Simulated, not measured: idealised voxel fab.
Name of the process module below: voxel plated lines
In the cross-section labelled cut, the width is 230 nm and each square cell is 5 nm.
We lay out every cross-section as a grid of square cells and spell it out in bands from the top down, where one band means one or more rows of cells. First you get the band's top height and its bottom height, in nm, and then the materials it's made of, left to right, with each width in nm. If you see a single material with "edge to edge", that one covers the band edge to edge. "air" is empty space. Height datum 0, below which the as-received substrate wafer is one material. Lowest band open at the bottom, running downward: "0 -> down". So if you see something like "30->40" for the width, read it as the top row of the band sitting at the first number and the bottom row at the second, with every row in between moving by the same amount as the last. Where the words "same as before" appear for a step, the cross-section shows no cell changed by that step; every cell remained as before. Reported under the label "Sealed void list" are the empty spaces having no open way to the top and comprising 8 cells or more; the notation for each is width x height at distance, in which the distance is measured from the left edge and all three values are in nm. If you see something after the settings on a step's line, that's the simulator's own remark about that step. "overlay nm" denotes, for a step that has a mask, the displacement of the mask to the right of its planned place, with negative values corresponding to the left.

**List of planned process steps**
1 RECEIVE with material Si
2 CONFORMAL_DEP with material Al2O3, thk nm 5
3 DIRECTIONAL_DEP with material TiN, thk nm 5
4 PATTERN with tone open, mask id LINES, material resist, width nm 20, pitch nm 45, thk nm 35, overlay nm 0
5 EPI with material Ru, thk nm 10
6 EPI with material Ru, thk nm 5
7 EPI with material Ru, thk nm 5
8 STRIP with etch materials resist
9 DIRECTIONAL_ETCH with etch materials TiN, depth nm 5
10 CONFORMAL_DEP with material SiO2, thk nm 5

**as received, after step 1**
0 -> down = Si edge to edge
Sealed void list: none

**Look at the cross-section after the module: the wafer started out the way shown above and the plan was the one shown above, yet one mistake was made along the way**
35 -> 30 = air 30 nm / SiO2 30 nm / air 15 nm / SiO2 30 nm / air 15 nm / SiO2 30 nm / air 15 nm / SiO2 30 nm / air 35 nm
30 -> 25 = air 30 nm / SiO2 5 nm / Ru 20 nm / SiO2 5 nm / air 15 nm / SiO2 5 nm / Ru 20 nm / SiO2 5 nm / air 15 nm / SiO2 5 nm / Ru 20 nm / SiO2 5 nm / air 15 nm / SiO2 5 nm / Ru 20 nm / SiO2 5 nm / air 35 nm
25 -> 20 = SiO2 35 nm / Ru 20 nm / SiO2 25 nm / Ru 20 nm / SiO2 25 nm / Ru 20 nm / SiO2 25 nm / Ru 20 nm / SiO2 40 nm
20 -> 10 = Ru edge to edge
10 -> 5 = TiN edge to edge
5 -> 0 = Al2O3 edge to edge
0 -> down = Si edge to edge
Sealed void list: none
What was done differently from what was planned? step 5 occupied the plan position of step 4, and the converse holds as well
